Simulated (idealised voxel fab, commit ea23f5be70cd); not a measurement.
Process module in this document: voxel double patterning
The width of the displayed cross-section, cut, is 150 nm; its cells are square, with a size of 5 nm.
If you're reading a cross-section in this doc, picture square cells in a grid; it comes to you as bands, top ones listed first down to the bottom, and a band can be one or more rows of cells. It is stipulated that each band's entry specify, in nanometres, the height of the top of the band and then that of its bottom, followed by the materials of the band in left-to-right sequence, each together with its width in nanometres. A single material marked by the word "all across" is understood to fill the band from edge to edge; the word "empty" is understood to denote empty space. Below 0: as-received wafer, all one material; heights counted from there. Lowest band: no bottom, goes on down, written "0 and below". The notation "30..40" denotes a width that varies across the rows of cells in the band, beginning at the first number in the top row, finishing at the second number in the bottom row, and changing by an identical amount from each row to the next. "no change" means the step left every cell of the cross-section as it was. Each empty space that has no open way to the top and spans at least 8 cells appears under "Fully closed voids" as width x height at distance, the distance counted from the left edge, all in nm. It should be noted that, on the line of a given step, the content following the step's settings is a remark produced by the simulator itself with respect to that step. overlay nm, on a step with a mask: how far to the right of its planned place the mask lay; to the left if negative.
The process steps that were planned are listed below
1) RECEIVE | material Si
2) CONFORMAL_DEP | material SiN | thk nm 5
3) DIRECTIONAL_DEP | material SiO2 | thk nm 15
4) DIRECTIONAL_DEP | material SiCN | thk nm 10
5) PATTERN | tone open | mask id FIRST | material resist | width nm 15 | pitch nm 50 | thk nm 20 | overlay nm 0
6) DIRECTIONAL_ETCH | etch materials SiCN | depth nm 5
7) STRIP | etch materials resist
8) MASKED_ETCH | tone open | mask id SECOND | width nm 15 | etch materials SiCN | depth nm 10 | overlay nm 0
9) DIRECTIONAL_ETCH | etch materials SiO2 | depth nm 15
10) STRIP | etch materials SiCN
Same starting wafers, different depth nm at step 6. Plan value belongs to the first wafer.
Cross-section of the first of several received wafers, showing its state after step 1
  0 and below  Si all across
  Fully closed voids: none
End of module: cross-section of the first of several wafers after step 10, the last step
  20 down to 5  65 nm SiO2 / 15 nm empty / 70 nm SiO2
  5 down to 0  SiN all across
  0 and below  Si all across
  Fully closed voids: none
Cross-section of the final wafer among several, taken at the end of the module
  20 down to 5  40 nm SiO2 / 15 nm empty / 10 nm SiO2 / 15 nm empty / 10 nm SiO2 / 15 nm empty / 45 nm SiO2
  5 down to 0  SiN all across
  0 and below  Si all across
  Fully closed voids: none
Take any row and you have a wafer at the end of the module: how many cells of each material it has gained (+) or lost (-) since it was received, and then its closed voids
depth nm 5, +30 SiN, +81 SiO2, Fully closed voids: none
depth nm 10, +30 SiN, +63 SiO2, Fully closed voids: none
depth nm 15, +30 SiN, +63 SiO2, Fully closed voids: none
depth nm 20, +30 SiN, +63 SiO2, Fully closed voids: none
depth nm 25, +30 SiN, +63 SiO2, Fully closed voids: none
